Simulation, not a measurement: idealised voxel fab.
This section sets out a process module, namely voxel ribs on slabs.
Displayed cross-section: cut, width of 265 nm, square cells sized 5 nm.
Heads up, the way a cross-section reads in here is a grid of square cells, handed over as bands from the top down, with every band being one or more rows of cells. This entry defines a band. It first specifies the height of the band's top and the height of its bottom in nm, and then specifies the band's materials from left to right, stating each material with its width in nm. The word "all across" identifies a single material that fills the band from edge to edge, while the word "blank" identifies empty space. All heights in this document are referenced to 0, defined as the level beneath which the wafer, as received, consists entirely of one material. The lowest band is not bounded below; it extends indefinitely downward and is written in the form "0 and below". The notation "30 to 40" denotes a width that varies across the rows of cells in the band, beginning at the first number in the top row, finishing at the second number in the bottom row, and changing by an identical amount from each row to the next. Given "remained unchanged" for a step, no cell of the cross-section differs between before and after that step. In "Sealed void list" the enclosed voids are listed, meaning empty spaces of 8 cells or larger without any opening to the top. The form is width x height at distance, distance from the left edge, units nm. On a step's line, text after the settings is the simulator commenting on that step. overlay nm: where the mask lay relative to plan, measured to the right, on steps with a mask; negatives go left.
-- The following list gives the planned process steps
step 1: RECEIVE: material Si
step 2: DIRECTIONAL_DEP: material SiO2, thk nm 30
step 3: DIRECTIONAL_DEP: material SiN, thk nm 20
step 4: PATTERN: tone cover, mask id RIB, material resist, width nm 25, thk nm 15, overlay nm 0
step 5: DIRECTIONAL_ETCH: etch materials SiN, depth nm 5
step 6: STRIP: etch materials resist
step 7: PATTERN: tone cover, mask id SLAB, material resist, width nm 85, thk nm 15, overlay nm 0
step 8: DIRECTIONAL_ETCH: etch materials SiN, depth nm 15
step 9: STRIP: etch materials resist
step 10: FILL_DEP: material SiO2, thk nm 20
step 11: CMP: height nm 60
step 12: DIRECTIONAL_DEP: material W, thk nm 5
step 13: DIRECTIONAL_DEP: material aC, thk nm 15
step 14: PATTERN: tone cover, mask id HEATER, material resist, width nm 35, thk nm 30, overlay nm 0
step 15: DIRECTIONAL_ETCH: etch materials aC, depth nm 15
step 16: STRIP: etch materials resist
step 17: DIRECTIONAL_ETCH: etch materials W, depth nm 5
step 18: STRIP: etch materials aC
step 19: CONFORMAL_DEP: material SiN, thk nm 10
-- Incoming wafer, cross-sectional view, post step 1
	0 and below = Si all across
	Sealed void list: none
-- Wafer at module end, in section. Began as above, planned as above, run with one mistake
	75 down to 70 = 105 nm blank  55 nm SiN  105 nm blank
	70 down to 65 = SiN all across
	65 down to 60 = 115 nm SiN  35 nm W  115 nm SiN
	60 down to 45 = SiO2 all across
	45 down to 35 = 90 nm SiN  85 nm SiO2  90 nm SiN
	35 down to 30 = 90 nm SiN  30 nm SiO2  25 nm SiN  30 nm SiO2  90 nm SiN
	30 down to 0 = SiO2 all across
	0 and below = Si all across
	Sealed void list: none
Nonconformance to the process plan: heads up, step 7 didn't go per plan, it actually ran as PATTERN: tone open, mask id SLAB, material resist, width nm 85, thk nm 15, overlay nm 0
